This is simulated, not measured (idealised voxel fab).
Process module name: voxel ribs on slabs
Pictured: cross-section cut, 220 nm wide, on a grid of 5 nm square cells.
Cross-sections here: square-cell grids, written as top-down lists of bands, a band being one or more rows of cells.
Per band: top height and bottom height in nm, followed by the left-to-right materials and their widths in nm; "all across" marks a single material spanning edge to edge, "blank" marks empty space.
Height 0 is the level under which the wafer as received is all one material. The lowest band goes on downwards, as in "top 0, no bottom".
A two-number width, for instance "30..40", indicates that the width is equal to the first number in the top row of the band and to the second number in the bottom row, and that it changes by a constant amount per row of cells.
Where a step carries "left unchanged", the cross-section came out of it unchanged, cell for cell.
The entry titled "Unvented voids" provides the empty spaces that have no open way to the top, restricted to those of 8 cells or more. Each is presented as width x height at distance, the distance being measured from the left edge, with all three in nm.
Past the settings on a step's line: simulator remark, on that step.
Steps that use a mask can have "overlay nm" on their line. It says how far the mask sat to the right of where it was meant to be. Negative means to the left.
Set out below are the planned steps of the process
1) RECEIVE | material Si
2) DIRECTIONAL_DEP | material SiO2 | thk nm 20
3) DIRECTIONAL_DEP | material polySi | thk nm 20
4) PATTERN | tone cover | mask id RIB | material resist | width nm 20 | thk nm 20 | overlay nm 0
5) DIRECTIONAL_ETCH | etch materials polySi | depth nm 5
6) STRIP | etch materials resist
7) DIRECTIONAL_DEP | material aC | thk nm 10
8) PATTERN | tone cover | mask id SLAB | material resist | width nm 70 | thk nm 30 | overlay nm 0
9) DIRECTIONAL_ETCH | etch materials aC | depth nm 10
10) STRIP | etch materials resist
11) DIRECTIONAL_ETCH | etch materials polySi | depth nm 15
12) STRIP | etch materials aC
13) FILL_DEP | material SiO2 | thk nm 20
14) CMP | height nm 55
15) DIRECTIONAL_DEP | material TiN | thk nm 10
16) PATTERN | tone cover | mask id HEATER | material resist | width nm 30 | thk nm 15 | overlay nm 0
17) DIRECTIONAL_ETCH | etch materials TiN | depth nm 10
18) STRIP | etch materials resist
19) CONFORMAL_DEP | material SiN | thk nm 5
As-received wafer cross-section (after step 1)
	top 0, no bottom  Si all across
	Unvented voids: none
a wafer at the end: this start, this plan, one mistake
	top 70, bottom 65  blank (95) / SiN (30) / blank (95)
	top 65, bottom 60  blank (95) / SiN (5) / TiN (20) / SiN (5) / blank (95)
	top 60, bottom 55  SiN (100) / TiN (20) / SiN (100)
	top 55, bottom 40  SiO2 all across
	top 40, bottom 35  SiO2 (100) / polySi (20) / SiO2 (100)
	top 35, bottom 20  SiO2 (75) / polySi (70) / SiO2 (75)
	top 20, bottom 0  SiO2 all across
	top 0, no bottom  Si all across
	Unvented voids: none
What went wrong in running the wafer? note that step 16 departed from the planned setting and was carried out as PATTERN | tone cover | mask id HEATER | material resist | width nm 20 | thk nm 15 | overlay nm 0
